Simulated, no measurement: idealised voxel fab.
Documented hereafter: the process module known as voxel transistor to metal.
Each square cell in cross-section cut measures 5 nm, and the section as a whole is 155 nm wide.
Notation: cross-section as square-cell grid; stated in bands, top first, going down; one or more cell rows per band. Each band's line starts with the height of the band's top and of its bottom, in nm. Then come its materials from left to right, each with its width in nm. One material with "all across" fills the band from edge to edge. "blank" is empty space. Height 0 is the level under which the wafer as received is all one material. The lowest band goes on downwards, as in "top 0, no bottom". A width given as "30..40" starts at the first number in the band's top row and ends at the second number in its bottom row, shifting by an equal amount at every step from row to row. The designation "nothing changed", where it is given for a processing step, indicates that no cell of the cross-section was altered in the course of that step. Reported under the label "Trapped void list" are the empty spaces having no open way to the top and comprising 8 cells or more; the notation for each is width x height at distance, in which the distance is measured from the left edge and all three values are in nm. The remark found on a step's line after its settings is issued by the simulator itself and pertains to that step. overlay nm: mask offset rightward from planned place, masked step; negative means leftward offset.
Intended process steps:
1 RECEIVE | material Si
2 CONFORMAL_DEP | material SiO2 | thk nm 5
3 CONFORMAL_DEP | material SiN | thk nm 10
4 PATTERN | tone cover | mask id ACTIVE | material resist | width nm 105 | thk nm 15 | overlay nm 0
5 DIRECTIONAL_ETCH | etch materials SiN | depth nm 10
6 DIRECTIONAL_ETCH | etch materials SiO2 | depth nm 5
7 DIRECTIONAL_ETCH | etch materials Si | depth nm 35
8 STRIP | etch materials resist
9 OXIDIZE | depth nm 5
10 FILL_DEP | material SiO2 | thk nm 10
11 CMP | height nm 15
12 SELECTIVE_ETCH | etch materials SiO2 | depth nm 10
13 STRIP | etch materials SiN
14 SELECTIVE_ETCH | etch materials SiO2 | depth nm 5
15 OXIDIZE | depth nm 5
16 DIRECTIONAL_DEP | material polySi | thk nm 20
17 DIRECTIONAL_DEP | material SiCN | thk nm 10
18 MASKED_ETCH | tone cover | mask id GATE | width nm 25 | etch materials SiCN | depth nm 20 | overlay nm 0
19 MASKED_ETCH | tone cover | mask id GATE | width nm 25 | etch materials polySi | depth nm 30 | overlay nm 0
20 CONFORMAL_DEP | material SiN | thk nm 10
21 DIRECTIONAL_ETCH | etch materials SiN | depth nm 10
22 DIRECTIONAL_ETCH | etch materials SiO2 | depth nm 5
23 EPI | material SiGe | thk nm 5
24 FILL_DEP | material SiO2 | thk nm 10
25 CMP | height nm 30
26 DIRECTIONAL_DEP | material SiO2 | thk nm 10
27 MASKED_ETCH | tone open | mask id CONTACT | width nm 25 | pitch nm 60 | etch materials SiO2 | depth nm 40 | overlay nm 0
28 CONFORMAL_DEP | material TiN | thk nm 5
29 FILL_DEP | material Ru | thk nm 5
30 CMP | height nm 40
31 CONFORMAL_DEP | material SiN | thk nm 5
32 DIRECTIONAL_DEP | material SiO2 | thk nm 20
33 PATTERN | tone open | mask id METAL_1 | material resist | width nm 15 | pitch nm 70 | thk nm 20 | overlay nm 0
34 DIRECTIONAL_ETCH | etch materials SiO2 | depth nm 20
35 DIRECTIONAL_ETCH | etch materials SiN | depth nm 5
36 STRIP | etch materials resist
37 CONFORMAL_DEP | material TiN | thk nm 5
38 FILL_DEP | material Cu | thk nm 5
39 CMP | height nm 65
40 EPI | material Ru | thk nm 5
41 FILL_DEP | material SiCN | thk nm 5
42 DIRECTIONAL_DEP | material lowk | thk nm 35
43 DIRECTIONAL_DEP | material aC | thk nm 15
44 PATTERN | tone open | mask id METAL_2 | material resist | width nm 15 | pitch nm 70 | thk nm 30 | overlay nm 0
45 DIRECTIONAL_ETCH | etch materials aC | depth nm 15
46 STRIP | etch materials resist
47 DIRECTIONAL_ETCH | etch materials lowk | depth nm 20
48 STRIP | etch materials aC
49 PATTERN | tone open | mask id METAL_2_HOLES | material resist | width nm 15 | pitch nm 70 | thk nm 15 | overlay nm 0
50 DIRECTIONAL_ETCH | etch materials lowk | depth nm 15
51 DIRECTIONAL_ETCH | etch materials SiCN | depth nm 5
52 STRIP | etch materials resist
53 CONFORMAL_DEP | material TiN | thk nm 5
54 FILL_DEP | material Ru | thk nm 5
55 CMP | height nm 110
56 CONFORMAL_DEP | material SiCN | thk nm 5
First of two wafers, processed according to plan:
Cross-section of the wafer at receipt, which is the condition after step 1:
top 0, no bottom  Si all across
Trapped void list: none
You're looking at a cross-section of the wafer after step 2:
top 5, bottom 0  SiO2 all across
Below 0, no change.
You're looking at a cross-section of the wafer after step 3:
top 15, bottom 5  SiN all across
Below 5, no change.
You're looking at a cross-section of the wafer after step 4:
top 30, bottom 15  blank 25, resist 105, blank 25
Below 15, no change.
You're looking at a cross-section of the wafer after step 5:
top 30, bottom 15  blank 25, resist 105, blank 25
top 15, bottom 5  blank 25, SiN 105, blank 25
Below 5, no change.
You're looking at a cross-section of the wafer after step 6:
top 30, bottom 15  blank 25, resist 105, blank 25
top 15, bottom 5  blank 25, SiN 105, blank 25
top 5, bottom 0  blank 25, SiO2 105, blank 25
Below 0, no change.
You're looking at a cross-section of the wafer after step 7:
top 30, bottom 15  blank 25, resist 105, blank 25
top 15, bottom 5  blank 25, SiN 105, blank 25
top 5, bottom 0  blank 25, SiO2 105, blank 25
top 0, bottom -35  blank 25, Si 105, blank 25
Below -35, no change.
You're looking at a cross-section of the wafer after step 8:
top 15, bottom 5  blank 25, SiN 105, blank 25
Below 5, no change.
You're looking at a cross-section of the wafer after step 9:
top 15, bottom 5  blank 25, SiN 105, blank 25
top 5, bottom 0  blank 25, SiO2 105, blank 25
top 0, bottom -35  blank 25, SiO2 5, Si 95, SiO2 5, blank 25
top -35, bottom -40  SiO2 30, Si 95, SiO2 30
Below -40, no change.
You're looking at a cross-section of the wafer after step 10:
top 25, bottom 15  SiO2 all across
top 15, bottom 5  SiO2 25, SiN 105, SiO2 25
top 5, bottom 0  SiO2 all across
top 0, bottom -40  SiO2 30, Si 95, SiO2 30
Below -40, no change.
You're looking at a cross-section of the wafer after step 11:
top 15, bottom 5  SiO2 25, SiN 105, SiO2 25
Below 5, no change.
You're looking at a cross-section of the wafer after step 12:
top 15, bottom 5  blank 25, SiN 105, blank 25
Below 5, no change.
You're looking at a cross-section of the wafer after step 13:
top 5, bottom 0  SiO2 all across
Below 0, no change.
You're looking at a cross-section of the wafer after step 14:
top 0, bottom -40  SiO2 30, Si 95, SiO2 30
Below -40, no change.
You're looking at a cross-section of the wafer after step 15:
top 0, bottom -5  SiO2 all across
Below -5, no change.
You're looking at a cross-section of the wafer after step 16:
top 20, bottom 0  polySi all across
Below 0, no change.
You're looking at a cross-section of the wafer after step 17:
top 30, bottom 20  SiCN all across
Below 20, no change.
You're looking at a cross-section of the wafer after step 18:
top 30, bottom 20  blank 65, SiCN 25, blank 65
Below 20, no change.
You're looking at a cross-section of the wafer after step 19:
top 30, bottom 20  blank 65, SiCN 25, blank 65
top 20, bottom 0  blank 65, polySi 25, blank 65
Below 0, no change.
You're looking at a cross-section of the wafer after step 20:
top 40, bottom 30  blank 55, SiN 45, blank 55
top 30, bottom 20  blank 55, SiN 10, SiCN 25, SiN 10, blank 55
top 20, bottom 10  blank 55, SiN 10, polySi 25, SiN 10, blank 55
top 10, bottom 0  SiN 65, polySi 25, SiN 65
Below 0, no change.
You're looking at a cross-section of the wafer after step 21:
top 30, bottom 20  blank 55, SiN 10, SiCN 25, SiN 10, blank 55
top 20, bottom 0  blank 55, SiN 10, polySi 25, SiN 10, blank 55
Below 0, no change.
You're looking at a cross-section of the wafer after step 22:
top 30, bottom 20  blank 55, SiN 10, SiCN 25, SiN 10, blank 55
top 20, bottom 0  blank 55, SiN 10, polySi 25, SiN 10, blank 55
top 0, bottom -5  blank 55, SiO2 45, blank 55
Below -5, no change.
You're looking at a cross-section of the wafer after step 23:
top 30, bottom 20  blank 55, SiN 10, SiCN 25, SiN 10, blank 55
top 20, bottom 0  blank 55, SiN 10, polySi 25, SiN 10, blank 55
top 0, bottom -5  blank 25, SiGe 30, SiO2 45, SiGe 30, blank 25
Below -5, no change.
You're looking at a cross-section of the wafer after step 24:
top 40, bottom 30  SiO2 all across
top 30, bottom 20  SiO2 55, SiN 10, SiCN 25, SiN 10, SiO2 55
top 20, bottom 0  SiO2 55, SiN 10, polySi 25, SiN 10, SiO2 55
top 0, bottom -5  SiO2 25, SiGe 30, SiO2 45, SiGe 30, SiO2 25
Below -5, no change.
You're looking at a cross-section of the wafer after step 25:
top 30, bottom 20  SiO2 55, SiN 10, SiCN 25, SiN 10, SiO2 55
Below 20, no change.
You're looking at a cross-section of the wafer after step 26:
top 40, bottom 30  SiO2 all across
Below 30, no change.
You're looking at a cross-section of the wafer after step 27:
top 40, bottom 30  SiO2 35, blank 25, SiO2 35, blank 25, SiO2 35
top 30, bottom 20  SiO2 35, blank 20, SiN 10, SiCN 25, SiN 10, blank 20, SiO2 35
top 20, bottom 0  SiO2 35, blank 20, SiN 10, polySi 25, SiN 10, blank 20, SiO2 35
Below 0, no change.
You're looking at a cross-section of the wafer after step 28:
top 45, bottom 40  TiN 40, blank 15, TiN 45, blank 15, TiN 40
top 40, bottom 30  SiO2 35, TiN 5, blank 15..10, TiN 5..10, SiO2 35, TiN 5..10, blank 15..10, TiN 5, SiO2 35
top 30, bottom 20  SiO2 35, TiN 5, blank 10, TiN 5, SiN 10, SiCN 25, SiN 10, TiN 5, blank 10, TiN 5, SiO2 35
top 20, bottom 5  SiO2 35, TiN 5, blank 10, TiN 5, SiN 10, polySi 25, SiN 10, TiN 5, blank 10, TiN 5, SiO2 35
top 5, bottom 0  SiO2 35, TiN 20, SiN 10, polySi 25, SiN 10, TiN 20, SiO2 35
Below 0, no change.
You're looking at a cross-section of the wafer after step 29:
top 50, bottom 45  Ru all across
top 45, bottom 40  TiN 40, Ru 15, TiN 45, Ru 15, TiN 40
top 40, bottom 30  SiO2 35, TiN 5, Ru 15..10, TiN 5..10, SiO2 35, TiN 5..10, Ru 15..10, TiN 5, SiO2 35
top 30, bottom 20  SiO2 35, TiN 5, Ru 10, TiN 5, SiN 10, SiCN 25, SiN 10, TiN 5, Ru 10, TiN 5, SiO2 35
top 20, bottom 5  SiO2 35, TiN 5, Ru 10, TiN 5, SiN 10, polySi 25, SiN 10, TiN 5, Ru 10, TiN 5, SiO2 35
Below 5, no change.
You're looking at a cross-section of the wafer after step 30:
top 40, bottom 30  SiO2 35, TiN 5, Ru 15..10, TiN 5..10, SiO2 35, TiN 5..10, Ru 15..10, TiN 5, SiO2 35
Below 30, no change.
You're looking at a cross-section of the wafer after step 31:
top 45, bottom 40  SiN all across
Below 40, no change.
You're looking at a cross-section of the wafer after step 32:
top 65, bottom 45  SiO2 all across
Below 45, no change.
You're looking at a cross-section of the wafer after step 33:
top 85, bottom 65  resist 35, blank 15, resist 55, blank 15, resist 35
Below 65, no change.
You're looking at a cross-section of the wafer after step 34:
top 85, bottom 65  resist 35, blank 15, resist 55, blank 15, resist 35
top 65, bottom 45  SiO2 35, blank 15, SiO2 55, blank 15, SiO2 35
Below 45, no change.
You're looking at a cross-section of the wafer after step 35:
top 85, bottom 65  resist 35, blank 15, resist 55, blank 15, resist 35
top 65, bottom 45  SiO2 35, blank 15, SiO2 55, blank 15, SiO2 35
top 45, bottom 40  SiN 35, blank 15, SiN 55, blank 15, SiN 35
Below 40, no change.
You're looking at a cross-section of the wafer after step 36:
top 65, bottom 45  SiO2 35, blank 15, SiO2 55, blank 15, SiO2 35
Below 45, no change.
You're looking at a cross-section of the wafer after step 37:
top 70, bottom 65  TiN 40, blank 5, TiN 65, blank 5, TiN 40
top 65, bottom 45  SiO2 35, TiN 5, blank 5, TiN 5, SiO2 55, TiN 5, blank 5, TiN 5, SiO2 35
top 45, bottom 40  SiN 35, TiN 15, SiN 55, TiN 15, SiN 35
Below 40, no change.
You're looking at a cross-section of the wafer after step 38:
top 75, bottom 70  Cu all across
top 70, bottom 65  TiN 40, Cu 5, TiN 65, Cu 5, TiN 40
top 65, bottom 45  SiO2 35, TiN 5, Cu 5, TiN 5, SiO2 55, TiN 5, Cu 5, TiN 5, SiO2 35
Below 45, no change.
You're looking at a cross-section of the wafer after step 39:
top 65, bottom 45  SiO2 35, TiN 5, Cu 5, TiN 5, SiO2 55, TiN 5, Cu 5, TiN 5, SiO2 35
Below 45, no change.
You're looking at a cross-section of the wafer after step 40:
top 70, bottom 65  blank 30, Ru 25, blank 45, Ru 25, blank 30
Below 65, no change.
You're looking at a cross-section of the wafer after step 41:
top 75, bottom 70  SiCN all across
top 70, bottom 65  SiCN 30, Ru 25, SiCN 45, Ru 25, SiCN 30
Below 65, no change.
You're looking at a cross-section of the wafer after step 42:
top 110, bottom 75  lowk all across
Below 75, no change.
You're looking at a cross-section of the wafer after step 43:
top 125, bottom 110  aC all across
Below 110, no change.
You're looking at a cross-section of the wafer after step 44:
top 155, bottom 125  resist 35, blank 15, resist 55, blank 15, resist 35
Below 125, no change.
You're looking at a cross-section of the wafer after step 45:
top 140, bottom 125  resist 35, blank 15, resist 55, blank 15, resist 35
top 125, bottom 110  aC 35, blank 15, aC 55, blank 15, aC 35
Below 110, no change.
You're looking at a cross-section of the wafer after step 46:
top 125, bottom 110  aC 35, blank 15, aC 55, blank 15, aC 35
Below 110, no change.
You're looking at a cross-section of the wafer after step 47:
top 125, bottom 110  aC 35, blank 15, aC 55, blank 15, aC 35
top 110, bottom 90  lowk 35, blank 15, lowk 55, blank 15, lowk 35
Below 90, no change.
You're looking at a cross-section of the wafer after step 48:
top 110, bottom 90  lowk 35, blank 15, lowk 55, blank 15, lowk 35
Below 90, no change.
You're looking at a cross-section of the wafer after step 49:
top 125, bottom 110  resist 35, blank 15, resist 55, blank 15, resist 35
Below 110, no change.
You're looking at a cross-section of the wafer after step 50:
top 125, bottom 110  resist 35, blank 15, resist 55, blank 15, resist 35
top 110, bottom 75  lowk 35, blank 15, lowk 55, blank 15, lowk 35
Below 75, no change.
You're looking at a cross-section of the wafer after step 51:
top 125, bottom 110  resist 35, blank 15, resist 55, blank 15, resist 35
top 110, bottom 75  lowk 35, blank 15, lowk 55, blank 15, lowk 35
top 75, bottom 70  SiCN 35, blank 15, SiCN 55, blank 15, SiCN 35
Below 70, no change.
You're looking at a cross-section of the wafer after step 52:
top 110, bottom 75  lowk 35, blank 15, lowk 55, blank 15, lowk 35
Below 75, no change.
You're looking at a cross-section of the wafer after step 53:
top 115, bottom 110  TiN 40, blank 5, TiN 65, blank 5, TiN 40
top 110, bottom 75  lowk 35, TiN 5, blank 5, TiN 5, lowk 55, TiN 5, blank 5, TiN 5, lowk 35
top 75, bottom 70  SiCN 35, TiN 15, SiCN 55, TiN 15, SiCN 35
Below 70, no change.
You're looking at a cross-section of the wafer after step 54:
top 120, bottom 115  Ru all across
top 115, bottom 110  TiN 40, Ru 5, TiN 65, Ru 5, TiN 40
top 110, bottom 75  lowk 35, TiN 5, Ru 5, TiN 5, lowk 55, TiN 5, Ru 5, TiN 5, lowk 35
Below 75, no change.
You're looking at a cross-section of the wafer after step 55:
top 110, bottom 75  lowk 35, TiN 5, Ru 5, TiN 5, lowk 55, TiN 5, Ru 5, TiN 5, lowk 35
Below 75, no change.
You're looking at a cross-section of the wafer after step 56:
top 115, bottom 110  SiCN all across
Below 110, no change.
Okay, second wafer. Nothing different at the start, nothing different in the plan, just one mistake somewhere in the running. As far as step 17, counting that step, it's the first wafer all over again:
What the second wafer looks like in cross-section when step 18 should have wrapped up:
top 30, bottom 20  blank 55, SiCN 25, blank 75
Below 20, no change.
What the second wafer looks like in cross-section when step 19 should have wrapped up:
top 30, bottom 20  blank 55, SiCN 25, blank 75
top 20, bottom 0  blank 55, polySi 35, blank 65
Below 0, no change.
What the second wafer looks like in cross-section when step 20 should have wrapped up:
top 40, bottom 30  blank 45, SiN 45, blank 65
top 30, bottom 20  blank 45, SiN 10, SiCN 25, SiN 20, blank 55
top 20, bottom 10  blank 45, SiN 10, polySi 35, SiN 10, blank 55
top 10, bottom 0  SiN 55, polySi 35, SiN 65
Below 0, no change.
What the second wafer looks like in cross-section when step 21 should have wrapped up:
top 30, bottom 20  blank 45, SiN 10, SiCN 25, SiN 10, blank 65
top 20, bottom 0  blank 45, SiN 10, polySi 35, SiN 10, blank 55
Below 0, no change.
What the second wafer looks like in cross-section when step 22 should have wrapped up:
top 30, bottom 20  blank 45, SiN 10, SiCN 25, SiN 10, blank 65
top 20, bottom 0  blank 45, SiN 10, polySi 35, SiN 10, blank 55
top 0, bottom -5  blank 45, SiO2 55, blank 55
Below -5, no change.
What the second wafer looks like in cross-section when step 23 should have wrapped up:
top 30, bottom 20  blank 45, SiN 10, SiCN 25, SiN 10, blank 65
top 20, bottom 0  blank 45, SiN 10, polySi 35, SiN 10, blank 55
top 0, bottom -5  blank 25, SiGe 20, SiO2 55, SiGe 30, blank 25
Below -5, no change.
What the second wafer looks like in cross-section when step 24 should have wrapped up:
top 40, bottom 30  SiO2 all across
top 30, bottom 20  SiO2 45, SiN 10, SiCN 25, SiN 10, SiO2 65
top 20, bottom 0  SiO2 45, SiN 10, polySi 35, SiN 10, SiO2 55
top 0, bottom -5  SiO2 25, SiGe 20, SiO2 55, SiGe 30, SiO2 25
Below -5, no change.
What the second wafer looks like in cross-section when step 25 should have wrapped up:
top 30, bottom 20  SiO2 45, SiN 10, SiCN 25, SiN 10, SiO2 65
Below 20, no change.
What the second wafer looks like in cross-section when step 26 should have wrapped up:
top 40, bottom 30  SiO2 all across
Below 30, no change.
What the second wafer looks like in cross-section when step 27 should have wrapped up:
top 40, bottom 30  SiO2 35, blank 25, SiO2 35, blank 25, SiO2 35
top 30, bottom 20  SiO2 35, blank 10, SiN 10, SiCN 25, SiN 10, SiO2 5, blank 25, SiO2 35
top 20, bottom 0  SiO2 35, blank 10, SiN 10, polySi 35, SiN 10, blank 20, SiO2 35
Below 0, no change.
What the second wafer looks like in cross-section when step 28 should have wrapped up:
top 45, bottom 40  TiN 40, blank 15, TiN 45, blank 15, TiN 40
top 40, bottom 35  SiO2 35, TiN 5, blank 15, TiN 5, SiO2 35, TiN 5, blank 15, TiN 5, SiO2 35
top 35, bottom 30  SiO2 35, TiN 25, SiO2 35, TiN 5, blank 15, TiN 5, SiO2 35
top 30, bottom 20  SiO2 35, TiN 10, SiN 10, SiCN 25, SiN 10, SiO2 5, TiN 5..10, blank 15..10, TiN 5, SiO2 35
top 20, bottom 5  SiO2 35, TiN 10, SiN 10, polySi 35, SiN 10, TiN 5, blank 10, TiN 5, SiO2 35
top 5, bottom 0  SiO2 35, TiN 10, SiN 10, polySi 35, SiN 10, TiN 20, SiO2 35
Below 0, no change.
What the second wafer looks like in cross-section when step 29 should have wrapped up:
top 50, bottom 45  Ru all across
top 45, bottom 40  TiN 40, Ru 15, TiN 45, Ru 15, TiN 40
top 40, bottom 35  SiO2 35, TiN 5, Ru 15, TiN 5, SiO2 35, TiN 5, Ru 15, TiN 5, SiO2 35
top 35, bottom 30  SiO2 35, TiN 25, SiO2 35, TiN 5, Ru 15, TiN 5, SiO2 35
top 30, bottom 20  SiO2 35, TiN 10, SiN 10, SiCN 25, SiN 10, SiO2 5, TiN 5..10, Ru 15..10, TiN 5, SiO2 35
top 20, bottom 5  SiO2 35, TiN 10, SiN 10, polySi 35, SiN 10, TiN 5, Ru 10, TiN 5, SiO2 35
Below 5, no change.
What the second wafer looks like in cross-section when step 30 should have wrapped up:
top 40, bottom 35  SiO2 35, TiN 5, Ru 15, TiN 5, SiO2 35, TiN 5, Ru 15, TiN 5, SiO2 35
Below 35, no change.
What the second wafer looks like in cross-section when step 31 should have wrapped up:
top 45, bottom 40  SiN all across
Below 40, no change.
What the second wafer looks like in cross-section when step 32 should have wrapped up:
top 65, bottom 45  SiO2 all across
Below 45, no change.
What the second wafer looks like in cross-section when step 33 should have wrapped up:
top 85, bottom 65  resist 35, blank 15, resist 55, blank 15, resist 35
Below 65, no change.
What the second wafer looks like in cross-section when step 34 should have wrapped up:
top 85, bottom 65  resist 35, blank 15, resist 55, blank 15, resist 35
top 65, bottom 45  SiO2 35, blank 15, SiO2 55, blank 15, SiO2 35
Below 45, no change.
What the second wafer looks like in cross-section when step 35 should have wrapped up:
top 85, bottom 65  resist 35, blank 15, resist 55, blank 15, resist 35
top 65, bottom 45  SiO2 35, blank 15, SiO2 55, blank 15, SiO2 35
top 45, bottom 40  SiN 35, blank 15, SiN 55, blank 15, SiN 35
Below 40, no change.
What the second wafer looks like in cross-section when step 36 should have wrapped up:
top 65, bottom 45  SiO2 35, blank 15, SiO2 55, blank 15, SiO2 35
Below 45, no change.
What the second wafer looks like in cross-section when step 37 should have wrapped up:
top 70, bottom 65  TiN 40, blank 5, TiN 65, blank 5, TiN 40
top 65, bottom 45  SiO2 35, TiN 5, blank 5, TiN 5, SiO2 55, TiN 5, blank 5, TiN 5, SiO2 35
top 45, bottom 40  SiN 35, TiN 15, SiN 55, TiN 15, SiN 35
Below 40, no change.
What the second wafer looks like in cross-section when step 38 should have wrapped up:
top 75, bottom 70  Cu all across
top 70, bottom 65  TiN 40, Cu 5, TiN 65, Cu 5, TiN 40
top 65, bottom 45  SiO2 35, TiN 5, Cu 5, TiN 5, SiO2 55, TiN 5, Cu 5, TiN 5, SiO2 35
Below 45, no change.
What the second wafer looks like in cross-section when step 39 should have wrapped up:
top 65, bottom 45  SiO2 35, TiN 5, Cu 5, TiN 5, SiO2 55, TiN 5, Cu 5, TiN 5, SiO2 35
Below 45, no change.
What the second wafer looks like in cross-section when step 40 should have wrapped up:
top 70, bottom 65  blank 30, Ru 25, blank 45, Ru 25, blank 30
Below 65, no change.
What the second wafer looks like in cross-section when step 41 should have wrapped up:
top 75, bottom 70  SiCN all across
top 70, bottom 65  SiCN 30, Ru 25, SiCN 45, Ru 25, SiCN 30
Below 65, no change.
What the second wafer looks like in cross-section when step 42 should have wrapped up:
top 110, bottom 75  lowk all across
Below 75, no change.
What the second wafer looks like in cross-section when step 43 should have wrapped up:
top 125, bottom 110  aC all across
Below 110, no change.
What the second wafer looks like in cross-section when step 44 should have wrapped up:
top 155, bottom 125  resist 35, blank 15, resist 55, blank 15, resist 35
Below 125, no change.
What the second wafer looks like in cross-section when step 45 should have wrapped up:
top 140, bottom 125  resist 35, blank 15, resist 55, blank 15, resist 35
top 125, bottom 110  aC 35, blank 15, aC 55, blank 15, aC 35
Below 110, no change.
What the second wafer looks like in cross-section when step 46 should have wrapped up:
top 125, bottom 110  aC 35, blank 15, aC 55, blank 15, aC 35
Below 110, no change.
What the second wafer looks like in cross-section when step 47 should have wrapped up:
top 125, bottom 110  aC 35, blank 15, aC 55, blank 15, aC 35
top 110, bottom 90  lowk 35, blank 15, lowk 55, blank 15, lowk 35
Below 90, no change.
What the second wafer looks like in cross-section when step 48 should have wrapped up:
top 110, bottom 90  lowk 35, blank 15, lowk 55, blank 15, lowk 35
Below 90, no change.
What the second wafer looks like in cross-section when step 49 should have wrapped up:
top 125, bottom 110  resist 35, blank 15, resist 55, blank 15, resist 35
Below 110, no change.
What the second wafer looks like in cross-section when step 50 should have wrapped up:
top 125, bottom 110  resist 35, blank 15, resist 55, blank 15, resist 35
top 110, bottom 75  lowk 35, blank 15, lowk 55, blank 15, lowk 35
Below 75, no change.
What the second wafer looks like in cross-section when step 51 should have wrapped up:
top 125, bottom 110  resist 35, blank 15, resist 55, blank 15, resist 35
top 110, bottom 75  lowk 35, blank 15, lowk 55, blank 15, lowk 35
top 75, bottom 70  SiCN 35, blank 15, SiCN 55, blank 15, SiCN 35
Below 70, no change.
What the second wafer looks like in cross-section when step 52 should have wrapped up:
top 110, bottom 75  lowk 35, blank 15, lowk 55, blank 15, lowk 35
Below 75, no change.
What the second wafer looks like in cross-section when step 53 should have wrapped up:
top 115, bottom 110  TiN 40, blank 5, TiN 65, blank 5, TiN 40
top 110, bottom 75  lowk 35, TiN 5, blank 5, TiN 5, lowk 55, TiN 5, blank 5, TiN 5, lowk 35
top 75, bottom 70  SiCN 35, TiN 15, SiCN 55, TiN 15, SiCN 35
Below 70, no change.
What the second wafer looks like in cross-section when step 54 should have wrapped up:
top 120, bottom 115  Ru all across
top 115, bottom 110  TiN 40, Ru 5, TiN 65, Ru 5, TiN 40
top 110, bottom 75  lowk 35, TiN 5, Ru 5, TiN 5, lowk 55, TiN 5, Ru 5, TiN 5, lowk 35
Below 75, no change.
What the second wafer looks like in cross-section when step 55 should have wrapped up:
top 110, bottom 75  lowk 35, TiN 5, Ru 5, TiN 5, lowk 55, TiN 5, Ru 5, TiN 5, lowk 35
Below 75, no change.
What the second wafer looks like in cross-section when step 56 should have wrapped up:
top 115, bottom 110  SiCN all across
Below 110, no change.
Run error: note that step 18 departed from the planned setting and was carried out as MASKED_ETCH | tone cover | mask id GATE | width nm 25 | etch materials SiCN | depth nm 20 | overlay nm -10
Wafer comparison, final, in cells, second relative to first, materials more or fewer: 10 fewer of Ru | 2 fewer of SiGe | 4 more of SiO2 | 8 more of polySi
